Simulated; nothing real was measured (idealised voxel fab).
Proc. module: voxel air gaps
Xsec cut, 250 nm wide, square cell size 5 nm.
Cross-section layout: square cells on a grid; listed as bands, top to bottom; a band spans one or more cell rows.
Quick guide to a band line: top height, bottom height (nm) up front; then every material left to right with its width in nm. Only one material and it's marked "full width"? Then it fills the band edge to edge. And "empty" just means empty space.
Basically, 0 is our baseline, since under it the wafer straight out of the box is all one material. The bottom band has no lower end and keeps on going down, so it looks like "top 0, no bottom".
It should be noted that a width expressed as "30..40" varies in equal increments from row to row of cells within the band, taking the value of the first number at the top row and that of the second number at the bottom row.
For the purposes of this document, the phrase "no alterations made" attached to a step denotes that no cell within the cross-section was modified by that step.
"Closed void register": empty spaces of 8 cells or more with no open way to the top, each given as width x height at distance, distance from the left edge, all in nm.
Formally, on a step line, whatever follows the settings is a remark that the simulator itself makes on the step.
A step's line can hold "overlay nm"; with a mask on that step, the setting says how far right of the planned place the mask lay, while a negative setting says it lay to the left.
**Below is the list of planned process steps**
| 1 | op RECEIVE | material Si |
| 2 | op CONFORMAL_DEP | material SiO2 | thk nm 15 |
| 3 | op CONFORMAL_DEP | material SiCN | thk nm 5 |
| 4 | op DIRECTIONAL_DEP | material SiO2 | thk nm 30 |
| 5 | op MASKED_ETCH | tone open | mask id LINES | width nm 20 | pitch nm 50 | etch materials SiO2 | depth nm 30 | overlay nm 0 |
| 6 | op CONFORMAL_DEP | material TiN | thk nm 5 |
| 7 | op FILL_DEP | material W | thk nm 10 |
| 8 | op CMP | height nm 50 |
| 9 | op EPI | material Ru | thk nm 10 |
| 10 | op SELECTIVE_ETCH | etch materials SiO2 | depth nm 40 |
| 11 | op CONFORMAL_DEP | material SiCN | thk nm 5 |
**As-received state of the wafer in cross-section, equivalent to post-step 1**
top 0, no bottom  Si full width
Closed void register: none
**This is how the wafer looks in cross-section once the module is done, given the starting state and plan above and one mistake in carrying the plan out**
top 80, bottom 75  SiCN full width
top 75, bottom 65  Ru full width
top 65, bottom 55  W full width
top 55, bottom 50  TiN 45, then W 10, then TiN 40, then W 10, then TiN 40, then W 10, then TiN 40, then W 10, then TiN 45
top 50, bottom 25  SiO2 40, then TiN 5, then W 10, then TiN 5, then SiO2 30, then TiN 5, then W 10, then TiN 5, then SiO2 30, then TiN 5, then W 10, then TiN 5, then SiO2 30, then TiN 5, then W 10, then TiN 5, then SiO2 40
top 25, bottom 20  SiO2 40, then TiN 20, then SiO2 30, then TiN 20, then SiO2 30, then TiN 20, then SiO2 30, then TiN 20, then SiO2 40
top 20, bottom 15  SiCN full width
top 15, bottom 0  SiO2 full width
top 0, no bottom  Si full width
Closed void register: none
What broke from the plan during processing? it should be noted that step 8 of the plan was omitted and was not performed
